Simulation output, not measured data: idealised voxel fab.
Process module name: voxel self aligned contacts
Square cell edge 5 nm, section width 200 nm, ID cut.
A cross-section is written here as square cells arranged in a grid, and it is given in bands from the top down, each band taking up one or more rows of cells. Basically the band line says how high the top is and how high the bottom is, in nm, and then what's in it from left to right, every material with its width in nm. Empty space shows up as "blank", and if a single material carries "edge to edge" it runs the full band edge to edge. The reference from which all heights are counted is 0, the level beneath which the as-received wafer is entirely one material; the lowest band, having no lower bound, proceeds downward and is written after the example "z 0 and below". The expression "30->40" gives the width at the extremes of the band, the first number at its top row of cells and the second at its bottom row, with the width changing by equal amounts from each row to the next in between. The designation "changes: none", where it is given for a processing step, indicates that no cell of the cross-section was altered in the course of that step. The list in "Encapsulated voids" covers empty spaces of 8 cells or more that cannot reach the top through any open way, and it gives each as width x height at distance; the distance is from the left edge, and width, height and distance are in nm. Text after the settings on a step's line: the simulator's own remark on that step. "overlay nm" answers the question of how far to the right of plan the mask lay on a step that has a mask, and when it is negative the answer is to the left.

## Listed below are the process steps as planned
1,RECEIVE (material Si)
2,OXIDIZE (depth nm 5)
3,DIRECTIONAL_DEP (material polySi; thk nm 30)
4,DIRECTIONAL_DEP (material SiN; thk nm 20)
5,MASKED_ETCH (tone cover; mask id GATE; width nm 30; pitch nm 65; etch materials SiN; depth nm 20; overlay nm 0)
6,MASKED_ETCH (tone cover; mask id GATE; width nm 30; pitch nm 65; etch materials polySi; depth nm 30; overlay nm 0)
7,CONFORMAL_DEP (material SiN; thk nm 10)
8,DIRECTIONAL_ETCH (etch materials SiN; depth nm 10)
9,FILL_DEP (material SiO2; thk nm 20)
10,CMP (height nm 60)
11,PATTERN (tone open; mask id CONTACT; material resist; width nm 45; thk nm 20; overlay nm 0)
12,DIRECTIONAL_ETCH (etch materials SiO2; depth nm 65)
13,STRIP (etch materials resist)
14,CONFORMAL_DEP (material TiN; thk nm 5)
15,FILL_DEP (material W; thk nm 10)
16,CMP (height nm 60)
17,CONFORMAL_DEP (material SiN; thk nm 5)

## So this is the incoming wafer in cross-section - it's already been through step 1
* z 0 and below = Si edge to edge
* Encapsulated voids: none

## Starting wafer: above. Plan: above. Run: one mistake. Cross-section after the module: below
* z 65 to 60 = SiN edge to edge
* z 60 to 55 = SiO2 75 nm  TiN 5 nm  W 35 nm  TiN 5 nm  SiO2 80 nm
* z 55 to 50 = SiO2 75 nm  TiN 45 nm  SiO2 80 nm
* z 50 to 30 = SiO2 35 nm  SiN 60 nm  TiN 5 nm  SiN 60 nm  SiO2 40 nm
* z 30 to 0 = SiO2 35 nm  SiN 10 nm  polySi 40 nm  SiN 10 nm  TiN 5 nm  SiN 10 nm  polySi 40 nm  SiN 10 nm  SiO2 40 nm
* z 0 to -5 = SiO2 95 nm  TiN 5 nm  SiO2 100 nm
* z -5 and below = Si edge to edge
* Encapsulated voids: none
Which mistake was made when the wafer was run? step 5 was run on a setting that differed from the plan, and what really ran there is MASKED_ETCH (tone cover; mask id GATE; width nm 40; pitch nm 65; etch materials SiN; depth nm 20; overlay nm 0)
